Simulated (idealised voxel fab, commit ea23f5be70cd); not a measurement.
Herein follows the process module entitled voxel self aligned contacts.
The cross-section on display is named cut; it measures 215 nm wide, and its cells are 5 nm squares.
Throughout this document, each cross-section is represented as a grid of square cells and is presented as a sequence of bands enumerated from the top downward, where a band comprises one or more rows of cells. This entry defines a band. It first specifies the height of the band's top and the height of its bottom in nm, and then specifies the band's materials from left to right, stating each material with its width in nm. The word "everywhere" identifies a single material that fills the band from edge to edge, while the word "blank" identifies empty space. Measure heights from 0. That's the level where, below it, the as-received wafer is all one material. The lowest band is bottomless and extends downward; write it as in "from 0 down". A width such as "30->40" changes by the same amount from each row of cells to the next, from the band's top row to its bottom row. Where a step carries "no alterations made", the cross-section came out of it unchanged, cell for cell. Closed-off voids of 8+ cells (no open route to the top) go in "Trapped void list", written width x height at distance from the left edge, in nm. Whatever follows a step's settings on its line is a remark the simulator itself makes about that step. For masked steps, "overlay nm" on the step line gives how far right of plan the mask actually lay; a minus sign means it lay to the left.

-- Here's what the planned process steps look like
1,RECEIVE | material Si
2,CONFORMAL_DEP | material SiO2 | thk nm 5
3,DIRECTIONAL_DEP | material polySi | thk nm 20
4,DIRECTIONAL_DEP | material SiN | thk nm 25
5,MASKED_ETCH | tone cover | mask id GATE | width nm 25 | pitch nm 65 | etch materials SiN | depth nm 25 | overlay nm 0
6,MASKED_ETCH | tone cover | mask id GATE | width nm 25 | pitch nm 65 | etch materials polySi | depth nm 20 | overlay nm 0
7,CONFORMAL_DEP | material SiN | thk nm 10
8,DIRECTIONAL_ETCH | etch materials SiN | depth nm 10
9,FILL_DEP | material SiO2 | thk nm 20
10,CMP | height nm 60
11,DIRECTIONAL_DEP | material aC | thk nm 15
12,PATTERN | tone open | mask id CONTACT | material resist | width nm 50 | pitch nm 65 | thk nm 35 | overlay nm 0
13,DIRECTIONAL_ETCH | etch materials aC | depth nm 15
14,STRIP | etch materials resist
15,DIRECTIONAL_ETCH | etch materials SiO2 | depth nm 60
16,STRIP | etch materials aC
17,CONFORMAL_DEP | material TiN | thk nm 5
18,FILL_DEP | material Ru | thk nm 5
19,CMP | height nm 60
20,CONFORMAL_DEP | material SiCN | thk nm 5

-- as received, after step 1
	from 0 down: Si everywhere
	Trapped void list: none

-- End state of the module in cross-section, given the above starting point and plan and one mistake in execution
	from 55 to 50: SiCN everywhere
	from 50 to 25: SiO2 20 nm, SiN 45 nm, TiN 5 nm, Ru 10 nm, TiN 5 nm, SiN 45 nm, TiN 5 nm, Ru 10 nm, TiN 5 nm, SiN 45 nm, SiO2 20 nm
	from 25 to 5: SiO2 20 nm, SiN 10 nm, polySi 25 nm, SiN 10 nm, TiN 5 nm, Ru 10 nm, TiN 5 nm, SiN 10 nm, polySi 25 nm, SiN 10 nm, TiN 5 nm, Ru 10 nm, TiN 5 nm, SiN 10 nm, polySi 25 nm, SiN 10 nm, SiO2 20 nm
	from 5 to 0: SiO2 65 nm, TiN 20 nm, SiO2 45 nm, TiN 20 nm, SiO2 65 nm
	from 0 down: Si everywhere
	Trapped void list: none
The plan and the run diverged here: step 19 ran with different settings than intended, the actual operation and settings being CMP | height nm 50
